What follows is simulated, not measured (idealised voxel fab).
process module | voxel self aligned contacts
cross-section cut | 195 nm wide | cells 5 nm
A cross-section is a grid of square cells, given in bands from the top down. A band is one or more rows of cells.
Each band's line starts with the height of the band's top and of its bottom, in nm. Then come its materials from left to right, each with its width in nm. One material with "throughout" fills the band from edge to edge. "air" is empty space.
Height 0 is the level under which the wafer as received is all one material. The lowest band goes on downwards, as in "0 down".
A width such as "30 to 40" changes by the same amount from each row of cells to the next, from the band's top row to its bottom row.
"no change" after a step means that no cell of the cross-section changed.
closed voids: empty space of 8 cells or more with no open way to the top, each as width x height at its distance from the left edge, in nm
after a step's settings: what the simulator itself notes on the step
overlay nm, on a step with a mask: how far to the right of its planned place the mask lay; to the left if negative
plan
1 op RECEIVE | material Si
2 op OXIDIZE | depth nm 5
3 op DIRECTIONAL_DEP | material polySi | thk nm 30
4 op DIRECTIONAL_DEP | material SiN | thk nm 25
5 op PATTERN | tone cover | mask id GATE | material resist | width nm 30 | pitch nm 75 | thk nm 15 | overlay nm 0
6 op DIRECTIONAL_ETCH | etch materials SiN | depth nm 25
7 op DIRECTIONAL_ETCH | etch materials polySi | depth nm 30
8 op STRIP | etch materials resist
9 op CONFORMAL_DEP | material SiN | thk nm 10
10 op DIRECTIONAL_ETCH | etch materials SiN | depth nm 10
11 op FILL_DEP | material SiO2 | thk nm 20
12 op CMP | height nm 65
13 op MASKED_ETCH | tone open | mask id CONTACT | width nm 55 | etch materials SiO2 | depth nm 70 | overlay nm 0
14 op CONFORMAL_DEP | material TiN | thk nm 5
15 op FILL_DEP | material W | thk nm 5
16 op CMP | height nm 65
17 op CONFORMAL_DEP | material SiCN | thk nm 5
as received, after step 1
  0 down: Si throughout
  closed voids: none
a wafer at the end: this start, this plan, one mistake
  70 to 65: SiCN throughout
  65 to 50: SiO2 70 | TiN 5 | W 45 | TiN 5 | SiO2 70
  50 to 45: SiO2 70 | TiN 10 | W 35 | TiN 10 | SiO2 70
  45 to 30: SiO2 45 | SiN 30 | TiN 5 | W 35 | TiN 5 | SiN 30 | SiO2 45
  30 to 0: SiO2 45 | polySi 30 | TiN 5 | W 35 | TiN 5 | polySi 30 | SiO2 45
  0 to -5: SiO2 75 | TiN 45 | SiO2 75
  -5 down: Si throughout
  closed voids: none
what went wrong: step 9 was left out
